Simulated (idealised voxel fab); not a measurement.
process module | voxel ribs on slabs
cross-section cut | 260 nm wide | cells 5 nm
A cross-section is a grid of square cells, given in bands from the top down. A band is one or more rows of cells.
Each band's line starts with the height of the band's top and of its bottom, in nm. Then come its materials from left to right, each with its width in nm. One material with "throughout" fills the band from edge to edge. "air" is empty space.
Height 0 is the level under which the wafer as received is all one material. The lowest band goes on downwards, as in "0 down".
A width such as "30 to 40" changes by the same amount from each row of cells to the next, from the band's top row to its bottom row.
"no change" after a step means that no cell of the cross-section changed.
closed voids: empty space of 8 cells or more with no open way to the top, each as width x height at its distance from the left edge, in nm
after a step's settings: what the simulator itself notes on the step
overlay nm, on a step with a mask: how far to the right of its planned place the mask lay; to the left if negative
plan
1 op RECEIVE | material Si
2 op DIRECTIONAL_DEP | material SiO2 | thk nm 20
3 op DIRECTIONAL_DEP | material SiN | thk nm 15
4 op DIRECTIONAL_DEP | material aC | thk nm 10
5 op PATTERN | tone cover | mask id RIB | material resist | width nm 20 | thk nm 25 | overlay nm 0
6 op DIRECTIONAL_ETCH | etch materials aC | depth nm 10
7 op STRIP | etch materials resist
8 op DIRECTIONAL_ETCH | etch materials SiN | depth nm 10
9 op STRIP | etch materials aC
10 op MASKED_ETCH | tone cover | mask id SLAB | width nm 70 | etch materials SiN | depth nm 5 | overlay nm 0
11 op FILL_DEP | material SiO2 | thk nm 20
12 op CMP | height nm 45
13 op DIRECTIONAL_DEP | material TiN | thk nm 10
14 op PATTERN | tone cover | mask id HEATER | material resist | width nm 30 | thk nm 15 | overlay nm 0
15 op DIRECTIONAL_ETCH | etch materials TiN | depth nm 10
16 op STRIP | etch materials resist
17 op CONFORMAL_DEP | material SiO2 | thk nm 10
first wafer, as planned
as received, after step 1
  0 down: Si throughout
  closed voids: none
after step 2
  20 to 0: SiO2 throughout
  below 0: unchanged
after step 3
  35 to 20: SiN throughout
  below 20: unchanged
after step 4
  45 to 35: aC throughout
  below 35: unchanged
after step 5
  70 to 45: air 120 | resist 20 | air 120
  below 45: unchanged
after step 6
  60 to 45: air 120 | resist 20 | air 120
  45 to 35: air 120 | aC 20 | air 120
  below 35: unchanged
after step 7
  45 to 35: air 120 | aC 20 | air 120
  below 35: unchanged
after step 8
  45 to 35: air 120 | aC 20 | air 120
  35 to 25: air 120 | SiN 20 | air 120
  below 25: unchanged
after step 9
  35 to 25: air 120 | SiN 20 | air 120
  below 25: unchanged
after step 10
  35 to 25: air 120 | SiN 20 | air 120
  25 to 20: air 95 | SiN 70 | air 95
  below 20: unchanged
after step 11
  55 to 35: SiO2 throughout
  35 to 25: SiO2 120 | SiN 20 | SiO2 120
  25 to 20: SiO2 95 | SiN 70 | SiO2 95
  below 20: unchanged
after step 12
  45 to 35: SiO2 throughout
  below 35: unchanged
after step 13
  55 to 45: TiN throughout
  below 45: unchanged
after step 14
  70 to 55: air 115 | resist 30 | air 115
  below 55: unchanged
after step 15
  70 to 55: air 115 | resist 30 | air 115
  55 to 45: air 115 | TiN 30 | air 115
  below 45: unchanged
after step 16
  55 to 45: air 115 | TiN 30 | air 115
  below 45: unchanged
after step 17
  65 to 55: air 105 | SiO2 50 | air 105
  55 to 45: SiO2 115 | TiN 30 | SiO2 115
  below 45: unchanged
second wafer: like start, like plan, one mistake. Through step 4 it matches the first wafer
when step 5 should have ended
  70 to 45: resist 120 | air 20 | resist 120
  below 45: unchanged
when step 6 should have ended
  60 to 45: resist 120 | air 20 | resist 120
  45 to 35: aC 120 | air 20 | aC 120
  below 35: unchanged
when step 7 should have ended
  45 to 35: aC 120 | air 20 | aC 120
  below 35: unchanged
when step 8 should have ended
  45 to 35: aC 120 | air 20 | aC 120
  35 to 25: SiN 120 | air 20 | SiN 120
  below 25: unchanged
when step 9 should have ended
  35 to 25: SiN 120 | air 20 | SiN 120
  below 25: unchanged
when step 10 should have ended
  35 to 30: air 95 | SiN 25 | air 20 | SiN 25 | air 95
  below 30: unchanged
when step 11 should have ended
  55 to 35: SiO2 throughout
  35 to 30: SiO2 95 | SiN 25 | SiO2 20 | SiN 25 | SiO2 95
  30 to 25: SiN 120 | SiO2 20 | SiN 120
  below 25: unchanged
when step 12 should have ended
  45 to 35: SiO2 throughout
  below 35: unchanged
when step 13 should have ended
  55 to 45: TiN throughout
  below 45: unchanged
when step 14 should have ended
  70 to 55: air 115 | resist 30 | air 115
  below 55: unchanged
when step 15 should have ended
  70 to 55: air 115 | resist 30 | air 115
  55 to 45: air 115 | TiN 30 | air 115
  below 45: unchanged
when step 16 should have ended
  55 to 45: air 115 | TiN 30 | air 115
  below 45: unchanged
when step 17 should have ended
  65 to 55: air 105 | SiO2 50 | air 105
  55 to 45: SiO2 115 | TiN 30 | SiO2 115
  below 45: unchanged
what went wrong: step 5 ran as: op PATTERN | tone open | mask id RIB | material resist | width nm 20 | thk nm 25 | overlay nm 0
at the end the second wafer has, in cells: 88 more of SiN | 88 fewer of SiO2
